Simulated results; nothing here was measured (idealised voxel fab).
Presented below is a process module, voxel transistor to metal.
FYI the section here is cut, 155 nm wide, cells are 5 nm squares.
Each cross-section below is a grid of square cells, stated as bands in top-down order, with one or more rows of cells making up each band. This entry defines a band. It first specifies the height of the band's top and the height of its bottom in nm, and then specifies the band's materials from left to right, stating each material with its width in nm. The word "all across" identifies a single material that fills the band from edge to edge, while the word "blank" identifies empty space. Heights from 0 (as-received wafer is one material below). Bottom band endless downward, as "0 and below". When a width is written as two numbers, as in "30 to 40", the first number is the width in the top row of cells of the band and the second is the width in its bottom row, and the width changes by the same amount from each row to the next. Given "nothing changed" for a step, no cell of the cross-section differs between before and after that step. Closed empty spaces (no open way to the top) of 8 cells or more are what "Enclosed cavities" lists, each as width x height at distance from the left edge, nm for all three. Heads up: the bit after the settings on a step's line is the simulator's remark on that step. For masked steps, "overlay nm" on the step line gives how far right of plan the mask actually lay; a minus sign means it lay to the left. How should the pairs below be read? Each gives the cross-section before one process step and the cross-section after it, the latter drawn only to the lowest band that changed; the step that lies between them, with its settings, appears under the pair. Does a pair pick up where the pair above left off? Only where its entry headed "State before" says so, since pairs can come from different runs of this module on the same starting wafer.

State before:
> 120 down to 105 = resist (25), blank (15), resist (70), blank (15), resist (30)
> 105 down to 90 = resist (25), SiO2 (20), resist (65), SiO2 (20), resist (25)
> 90 down to 80 = SiO2 all across
> 80 down to 75 = SiCN all across
> 75 down to 50 = lowk (25), Ru (20), lowk (65), Ru (20), lowk (25)
> 50 down to 45 = lowk (25), TiN (20), lowk (65), TiN (20), lowk (25)
> 45 down to 35 = SiO2 (25), TiN (5), W (10), TiN (5), SiO2 (65), TiN (5), W (10), TiN (5), SiO2 (25)
> 35 down to 25 = SiO2 (25), TiN (5), W (10), TiN (5), SiO2 (15), SiN (5), SiCN (25), SiN (5), SiO2 (15), TiN (5), W (10), TiN (5), SiO2 (25)
> 25 down to 0 = SiO2 (25), TiN (5), W (10), TiN (5), SiO2 (15), SiN (5), polySi (25), SiN (5), SiO2 (15), TiN (5), W (10), TiN (5), SiO2 (25)
> 0 down to -5 = SiO2 (15), SiN (5), SiO2 (5), TiN (5), W (10), TiN (5), SiO2 (15), SiN (5), polySi (25), SiN (5), SiO2 (15), TiN (5), W (10), TiN (5), SiO2 (5), SiN (5), SiO2 (15)
> -5 down to -10 = SiO2 (25), TiN (20), SiO2 (10), pSi (5), SiO2 (35), pSi (5), SiO2 (10), TiN (20), SiO2 (25)
> -10 down to -15 = SiO2 (20), pSi (40), Si (35), pSi (40), SiO2 (20)
> -15 down to -30 = SiO2 (20), Si (115), SiO2 (20)
> -30 and below = Si all across
> Enclosed cavities: none

Resulting Structure:
> 120 down to 105 = resist (25), blank (15), resist (70), blank (15), resist (30)
> 105 down to 95 = resist (25), blank (15), SiO2 (5), resist (65), blank (15), SiO2 (5), resist (25)
> Note: structure below 95 unchanged.
> Enclosed cavities: none
For reference, the processing step occurring between the two cross-sections presented above is as follows: DIRECTIONAL_ETCH with etch materials SiO2, depth nm 10

State before: after-step cross-section of the pair just above applies.

Resulting Structure:
> 105 down to 95 = blank (40), SiO2 (5), blank (80), SiO2 (5), blank (25)
> 95 down to 90 = blank (25), SiO2 (20), blank (65), SiO2 (20), blank (25)
> Note: structure below 90 unchanged.
> Enclosed cavities: none
For reference, the processing step occurring between the two cross-sections presented above is as follows: STRIP with etch materials resist

State before: after-step cross-section of the pair just above applies.

Resulting Structure:
> 110 down to 105 = blank (35), TiN (15), blank (70), TiN (15), blank (20)
> 105 down to 95 = blank (35 to 20), TiN (5 to 20), SiO2 (5), TiN (5), blank (70 to 55), TiN (5 to 20), SiO2 (5), TiN (5), blank (20)
> 95 down to 90 = TiN (25), SiO2 (20), TiN (65), SiO2 (20), TiN (25)
> Note: structure below 90 unchanged.
> Enclosed cavities: none
For reference, the processing step occurring between the two cross-sections presented above is as follows: CONFORMAL_DEP with material TiN, thk nm 5

State before: after-step cross-section of the pair just above applies.

Resulting Structure:
> 115 down to 110 = Cu all across
> 110 down to 105 = Cu (35), TiN (15), Cu (70), TiN (15), Cu (20)
> 105 down to 95 = Cu (35 to 20), TiN (5 to 20), SiO2 (5), TiN (5), Cu (70 to 55), TiN (5 to 20), SiO2 (5), TiN (5), Cu (20)
> Note: structure below 95 unchanged.
> Enclosed cavities: none
For reference, the processing step occurring between the two cross-sections presented above is as follows: FILL_DEP with material Cu, thk nm 5

State before: after-step cross-section of the pair just above applies.

Resulting Structure:
> 105 down to 95 = Cu (35 to 20), TiN (5 to 20), SiO2 (5), TiN (5), Cu (70 to 55), TiN (5 to 20), SiO2 (5), TiN (5), Cu (20)
> Note: structure below 95 unchanged.
> Enclosed cavities: none
For reference, the processing step occurring between the two cross-sections presented above is as follows: CMP with height nm 105

State before: after-step cross-section of the pair just above applies.

Resulting Structure:
> 110 down to 105 = SiCN all across
> Note: structure below 105 unchanged.
> Enclosed cavities: none
For reference, the processing step occurring between the two cross-sections presented above is as follows: CONFORMAL_DEP with material SiCN, thk nm 5
